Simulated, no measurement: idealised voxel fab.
The process module presented herein is designated voxel capacitor over wiring.
250 nm wide, 5 nm square cells: that's cross-section cut.
Cross-section, as written here: a square-cell grid given band by band from the top down, where a band holds one or more rows of cells.
Band: top height; bottom height; in nm. Then, left to right: material with width in nm, for each material. "all across": a single material spanning edge to edge. "empty": empty space.
Beneath 0, the wafer as received is one material, and that level is where height counting begins. The lowest band goes on downward without a bottom; it is written like "top 0, no bottom".
Graded width ("30 to 40"): value in top row of band = first number; value in bottom row = second number; row-to-row change constant.
Key: "nothing altered" - step with no changed cell in the cross-section.
Heads up: "Unvented cavities" only lists the empty pockets with no open path to the top that are 8 cells or more, and it writes them as width x height at distance, distance from the left edge, in nm.
Note: text after step settings on the step line = simulator remark on that step.
When a step includes a mask, the "overlay nm" setting on its line states how far to the right of its planned place that mask lay, and negative values state how far to the left.
# Process steps foreseen in the plan
- 1: RECEIVE (material Si)
- 2: CONFORMAL_DEP (material SiO2; thk nm 10)
- 3: DIRECTIONAL_DEP (material TiN; thk nm 5)
- 4: DIRECTIONAL_DEP (material W; thk nm 15)
- 5: DIRECTIONAL_DEP (material aC; thk nm 10)
- 6: PATTERN (tone cover; mask id METAL_1; material resist; width nm 25; pitch nm 90; thk nm 25; overlay nm 0)
- 7: DIRECTIONAL_ETCH (etch materials aC; depth nm 10)
- 8: STRIP (etch materials resist)
- 9: DIRECTIONAL_ETCH (etch materials W; depth nm 15)
- 10: DIRECTIONAL_ETCH (etch materials TiN; depth nm 5)
- 11: STRIP (etch materials aC)
- 12: CONFORMAL_DEP (material SiCN; thk nm 5)
- 13: FILL_DEP (material SiO2; thk nm 5)
- 14: CMP (height nm 30)
- 15: CONFORMAL_DEP (material SiCN; thk nm 5)
- 16: DIRECTIONAL_DEP (material SiO2; thk nm 15)
- 17: MASKED_ETCH (tone open; mask id PLUG_1; width nm 15; etch materials SiO2; depth nm 15; overlay nm 0)
- 18: MASKED_ETCH (tone open; mask id PLUG_1; width nm 15; etch materials SiCN; depth nm 5; overlay nm 0)
- 19: EPI (material Ru; thk nm 10)
- 20: EPI (material Ru; thk nm 10)
- 21: DIRECTIONAL_DEP (material TiN; thk nm 10)
- 22: DIRECTIONAL_DEP (material SiN; thk nm 5)
- 23: DIRECTIONAL_DEP (material TiN; thk nm 10)
- 24: MASKED_ETCH (tone cover; mask id UPPER_PLATE; width nm 70; etch materials TiN; depth nm 10; overlay nm 0)
- 25: MASKED_ETCH (tone cover; mask id UPPER_PLATE; width nm 70; etch materials SiN; depth nm 5; overlay nm 0)
- 26: PATTERN (tone cover; mask id LOWER_PLATE; material resist; width nm 80; thk nm 20; overlay nm 0)
- 27: DIRECTIONAL_ETCH (etch materials TiN; depth nm 10)
- 28: STRIP (etch materials resist)
- 29: FILL_DEP (material SiO2; thk nm 20)
- 30: CMP (height nm 90)
- 31: DIRECTIONAL_DEP (material aC; thk nm 15)
- 32: PATTERN (tone open; mask id PLUG_2; material resist; width nm 15; thk nm 30; overlay nm 0)
- 33: DIRECTIONAL_ETCH (etch materials aC; depth nm 15)
- 34: STRIP (etch materials resist)
- 35: DIRECTIONAL_ETCH (etch materials SiO2; depth nm 15)
- 36: STRIP (etch materials aC)
- 37: CONFORMAL_DEP (material TiN; thk nm 5)
- 38: FILL_DEP (material Ru; thk nm 5)
- 39: CMP (height nm 90)
- 40: CONFORMAL_DEP (material SiCN; thk nm 5)
# Cross-section of the wafer at receipt, which is the condition after step 1
top 0, no bottom  Si all across
Unvented cavities: none
# Cross-section taken at module completion on the first of two wafers; processed per the plan
top 95, bottom 90  SiCN all across
top 90, bottom 80  SiO2 85 nm  TiN 5 nm  Ru 5 nm  TiN 5 nm  SiO2 150 nm
top 80, bottom 75  SiO2 85 nm  TiN 15 nm  SiO2 150 nm
top 75, bottom 65  SiO2 75 nm  TiN 70 nm  SiO2 105 nm
top 65, bottom 60  SiO2 75 nm  SiN 70 nm  SiO2 105 nm
top 60, bottom 50  SiO2 70 nm  TiN 80 nm  SiO2 100 nm
top 50, bottom 35  SiO2 75 nm  Ru 15 nm  SiO2 160 nm
top 35, bottom 30  SiCN 75 nm  Ru 15 nm  SiCN 160 nm
top 30, bottom 15  SiO2 60 nm  SiCN 5 nm  W 25 nm  SiCN 5 nm  SiO2 55 nm  SiCN 5 nm  W 25 nm  SiCN 5 nm  SiO2 65 nm
top 15, bottom 10  SiCN 65 nm  TiN 25 nm  SiCN 65 nm  TiN 25 nm  SiCN 70 nm
top 10, bottom 0  SiO2 all across
top 0, no bottom  Si all across
Unvented cavities: none
# Cross-section at end of module for the second wafer of two, which matched the first in starting point and plan and differed by one mistake in its processing
top 95, bottom 90  SiCN all across
top 90, bottom 85  SiO2 85 nm  TiN 15 nm  SiO2 150 nm
top 85, bottom 75  SiO2 75 nm  TiN 25 nm  SiO2 150 nm
top 75, bottom 70  SiO2 75 nm  SiN 25 nm  TiN 45 nm  SiO2 105 nm
top 70, bottom 65  SiO2 70 nm  TiN 75 nm  SiO2 105 nm
top 65, bottom 60  SiO2 70 nm  TiN 30 nm  SiN 45 nm  SiO2 105 nm
top 60, bottom 50  SiO2 65 nm  Ru 35 nm  TiN 50 nm  SiO2 100 nm
top 50, bottom 35  SiO2 75 nm  Ru 15 nm  SiO2 160 nm
top 35, bottom 30  SiCN 75 nm  Ru 15 nm  SiCN 160 nm
top 30, bottom 15  SiO2 60 nm  SiCN 5 nm  W 25 nm  SiCN 5 nm  SiO2 55 nm  SiCN 5 nm  W 25 nm  SiCN 5 nm  SiO2 65 nm
top 15, bottom 10  SiCN 65 nm  TiN 25 nm  SiCN 65 nm  TiN 25 nm  SiCN 70 nm
top 10, bottom 0  SiO2 all across
top 0, no bottom  Si all across
Unvented cavities: none
Error vs. plan: one of the identical process steps 19 and 20 has been performed twice, and it is not possible to determine which
It is noted that, at the conclusion of processing, the second wafer exhibits a higher or lower cell count for certain materials relative to the first: Ru: 12 more, SiO2: 8 fewer, TiN: 4 fewer
